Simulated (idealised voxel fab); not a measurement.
process module | voxel double patterning
cross-section cut | 255 nm wide | cells 5 nm
A cross-section is a grid of square cells, given in bands from the top down. A band is one or more rows of cells.
Each band's line starts with the height of the band's top and of its bottom, in nm. Then come its materials from left to right, each with its width in nm. One material with "throughout" fills the band from edge to edge. "air" is empty space.
Height 0 is the level under which the wafer as received is all one material. The lowest band goes on downwards, as in "0 down".
A width such as "30 to 40" changes by the same amount from each row of cells to the next, from the band's top row to its bottom row.
"no change" after a step means that no cell of the cross-section changed.
closed voids: empty space of 8 cells or more with no open way to the top, each as width x height at its distance from the left edge, in nm
after a step's settings: what the simulator itself notes on the step
overlay nm, on a step with a mask: how far to the right of its planned place the mask lay; to the left if negative
plan
1 op RECEIVE | material Si
2 op CONFORMAL_DEP | material SiO2 | thk nm 10
3 op DIRECTIONAL_DEP | material W | thk nm 15
4 op DIRECTIONAL_DEP | material SiCN | thk nm 5
5 op DIRECTIONAL_DEP | material aC | thk nm 15
6 op PATTERN | tone open | mask id FIRST | material resist | width nm 15 | pitch nm 50 | thk nm 30 | overlay nm 0
7 op DIRECTIONAL_ETCH | etch materials aC | depth nm 15
8 op STRIP | etch materials resist
9 op DIRECTIONAL_ETCH | etch materials SiCN | depth nm 5
10 op STRIP | etch materials aC
11 op PATTERN | tone open | mask id SECOND | material resist | width nm 15 | pitch nm 50 | thk nm 15 | overlay nm 0
12 op DIRECTIONAL_ETCH | etch materials SiCN | depth nm 5
13 op STRIP | etch materials resist
14 op DIRECTIONAL_ETCH | etch materials W | depth nm 15
15 op STRIP | etch materials SiCN
as received, after step 1
  0 down: Si throughout
  closed voids: none
first wafer at the end, as planned
  25 to 10: W 70 | air 15 | W 10 | air 15 | W 10 | air 15 | W 10 | air 15 | W 10 | air 15 | W 70
  10 to 0: SiO2 throughout
  0 down: Si throughout
  closed voids: none
second wafer at the end: like start, like plan, one mistake
  25 to 15: SiO2 throughout
  15 to 0: W throughout
  0 down: Si throughout
  closed voids: none
what went wrong: steps 2 and 3 were swapped
at the end the second wafer has, in cells: 45 more of W
